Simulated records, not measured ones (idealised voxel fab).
Herein follows the process module entitled voxel air gaps.
Cross-sectional view cut (width: 270 nm; square cell size: 5 nm).
In this document a cross-section is written as a grid of square cells. It is given as a series of bands, listed from the top down, and a band is one or more rows of cells. Quick guide to a band line: top height, bottom height (nm) up front; then every material left to right with its width in nm. Only one material and it's marked "all across"? Then it fills the band edge to edge. And "air" just means empty space. Below 0: as-received wafer, all one material; heights counted from there. Lowest band: no bottom, goes on down, written "z 0 and below". Per-row width for "30 to 40": begins at first number (top row of band), ends at second number (bottom row), increment between rows held constant. Given "no change" for a step, no cell of the cross-section differs between before and after that step. Under "Closed void register" you'll find the enclosed gaps, the ones with no way out to the top, that are 8 cells or bigger; each reads width x height at distance, with distance counted from the left edge, everything in nm. It should be noted that, on the line of a given step, the content following the step's settings is a remark produced by the simulator itself with respect to that step. "overlay nm", when on a step's line for a step with a mask, measures how far to the right of its planned place the mask lay; a negative measure means to the left.
[plan]
- 1: RECEIVE, material Si
- 2: CONFORMAL_DEP, material SiO2, thk nm 10
- 3: CONFORMAL_DEP, material SiN, thk nm 5
- 4: DIRECTIONAL_DEP, material lowk, thk nm 30
- 5: PATTERN, tone open, mask id LINES, material resist, width nm 20, pitch nm 45, thk nm 20, overlay nm 0
- 6: DIRECTIONAL_ETCH, etch materials lowk, depth nm 30
- 7: STRIP, etch materials resist
- 8: CONFORMAL_DEP, material TiN, thk nm 5
- 9: FILL_DEP, material Ru, thk nm 10
- 10: CMP, height nm 45
- 11: EPI, material Ru, thk nm 10
- 12: SELECTIVE_ETCH, etch materials lowk, depth nm 40
- 13: CONFORMAL_DEP, material SiCN, thk nm 5
[Incoming wafer, cross-sectional view, post step 1]
- z 0 and below | Si all across
- Closed void register: none
[End state of the module in cross-section, given the above starting point and plan and one mistake in execution]
- z 60 to 55 | SiCN all across
- z 55 to 45 | Ru all across
- z 45 to 20 | 75 Ru, then 5 TiN, then 20 lowk, then 5 TiN, then 15 Ru, then 5 TiN, then 20 lowk, then 5 TiN, then 15 Ru, then 5 TiN, then 20 lowk, then 5 TiN, then 75 Ru
- z 20 to 15 | 80 TiN, then 20 lowk, then 25 TiN, then 20 lowk, then 25 TiN, then 20 lowk, then 80 TiN
- z 15 to 10 | SiN all across
- z 10 to 0 | SiO2 all across
- z 0 and below | Si all across
- Closed void register: none
Nonconformance to the process plan: step 5, actual vs plan mismatch, actual run PATTERN, tone cover, mask id LINES, material resist, width nm 20, pitch nm 45, thk nm 20, overlay nm 0
